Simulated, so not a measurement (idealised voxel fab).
process module | voxel air gaps
cross-section cut | 200 nm wide | cells 5 nm
A cross-section is a grid of square cells, given in bands from the top down. A band is one or more rows of cells.
Each band's line starts with the height of the band's top and of its bottom, in nm. Then come its materials from left to right, each with its width in nm. One material with "throughout" fills the band from edge to edge. "air" is empty space.
Height 0 is the level under which the wafer as received is all one material. The lowest band goes on downwards, as in "0 down".
A width such as "30 to 40" changes by the same amount from each row of cells to the next, from the band's top row to its bottom row.
"no change" after a step means that no cell of the cross-section changed.
closed voids: empty space of 8 cells or more with no open way to the top, each as width x height at its distance from the left edge, in nm
after a step's settings: what the simulator itself notes on the step
overlay nm, on a step with a mask: how far to the right of its planned place the mask lay; to the left if negative
plan
1 op RECEIVE | material Si
2 op CONFORMAL_DEP | material SiO2 | thk nm 15
3 op CONFORMAL_DEP | material SiN | thk nm 5
4 op DIRECTIONAL_DEP | material SiO2 | thk nm 35
5 op DIRECTIONAL_DEP | material aC | thk nm 15
6 op PATTERN | tone open | mask id LINES | material resist | width nm 15 | pitch nm 40 | thk nm 35 | overlay nm 0
7 op DIRECTIONAL_ETCH | etch materials aC | depth nm 15
8 op STRIP | etch materials resist
9 op DIRECTIONAL_ETCH | etch materials SiO2 | depth nm 35
10 op STRIP | etch materials aC
11 op CONFORMAL_DEP | material TiN | thk nm 5
12 op FILL_DEP | material W | thk nm 5
13 op CMP | height nm 55
14 op EPI | material Ru | thk nm 10
15 op SELECTIVE_ETCH | etch materials SiO2 | depth nm 45
16 op CONFORMAL_DEP | material SiCN | thk nm 5
varied across the wafers: thk nm of step 11. The plan shows the first wafer's value. All wafers start alike
first wafer as received, after step 1
  0 down: Si throughout
  closed voids: none
first wafer at the end, after step 16
  70 to 65: air 35 | SiCN 125 | air 40
  65 to 55: air 35 | SiCN 5 | Ru 35 | SiCN 5 | Ru 35 | SiCN 5 | Ru 35 | SiCN 5 | air 40
  55 to 50: air 35 | SiCN 15 | TiN 5 | W 5 | TiN 5 | SiCN 25 | TiN 5 | W 5 | TiN 5 | SiCN 25 | TiN 5 | W 5 | TiN 5 | SiCN 15 | air 40
  50 to 25: air 45 | SiCN 5 | TiN 5 | W 5 | TiN 5 | SiCN 5 | air 15 | SiCN 5 | TiN 5 | W 5 | TiN 5 | SiCN 5 | air 15 | SiCN 5 | TiN 5 | W 5 | TiN 5 | SiCN 5 | air 50
  25 to 20: SiCN 50 | TiN 15 | SiCN 25 | TiN 15 | SiCN 25 | TiN 15 | SiCN 55
  20 to 15: SiN throughout
  15 to 0: SiO2 throughout
  0 down: Si throughout
  closed voids: 15 x 25 at 70; 15 x 25 at 110
last wafer at the end
  70 to 65: air 35 | SiCN 125 | air 40
  65 to 55: air 35 | SiCN 5 | Ru 35 | SiCN 5 | Ru 35 | SiCN 5 | Ru 35 | SiCN 5 | air 40
  55 to 50: air 35 | SiCN 15 | TiN 15 | SiCN 25 | TiN 15 | SiCN 25 | TiN 15 | SiCN 15 | air 40
  50 to 25: air 45 | SiCN 5 | TiN 15 | SiCN 5 | air 15 | SiCN 5 | TiN 15 | SiCN 5 | air 15 | SiCN 5 | TiN 15 | SiCN 5 | air 50
  25 to 20: SiCN 50 | TiN 15 | SiCN 25 | TiN 15 | SiCN 25 | TiN 15 | SiCN 55
  20 to 15: SiN throughout
  15 to 0: SiO2 throughout
  0 down: Si throughout
  closed voids: 15 x 25 at 70; 15 x 25 at 110
each wafer at the end: cells of each material gained (+) or lost (-) since it was received, then its closed voids
thk nm 5 | +42 Ru | +110 SiCN | +40 SiN | +120 SiO2 | +45 TiN | +18 W | closed voids: 15 x 25 at 70; 15 x 25 at 110
thk nm 10 | +42 Ru | +110 SiCN | +40 SiN | +120 SiO2 | +63 TiN | closed voids: 15 x 25 at 70; 15 x 25 at 110
thk nm 15 | +42 Ru | +110 SiCN | +40 SiN | +120 SiO2 | +63 TiN | closed voids: 15 x 25 at 70; 15 x 25 at 110
thk nm 20 | +42 Ru | +110 SiCN | +40 SiN | +120 SiO2 | +63 TiN | closed voids: 15 x 25 at 70; 15 x 25 at 110
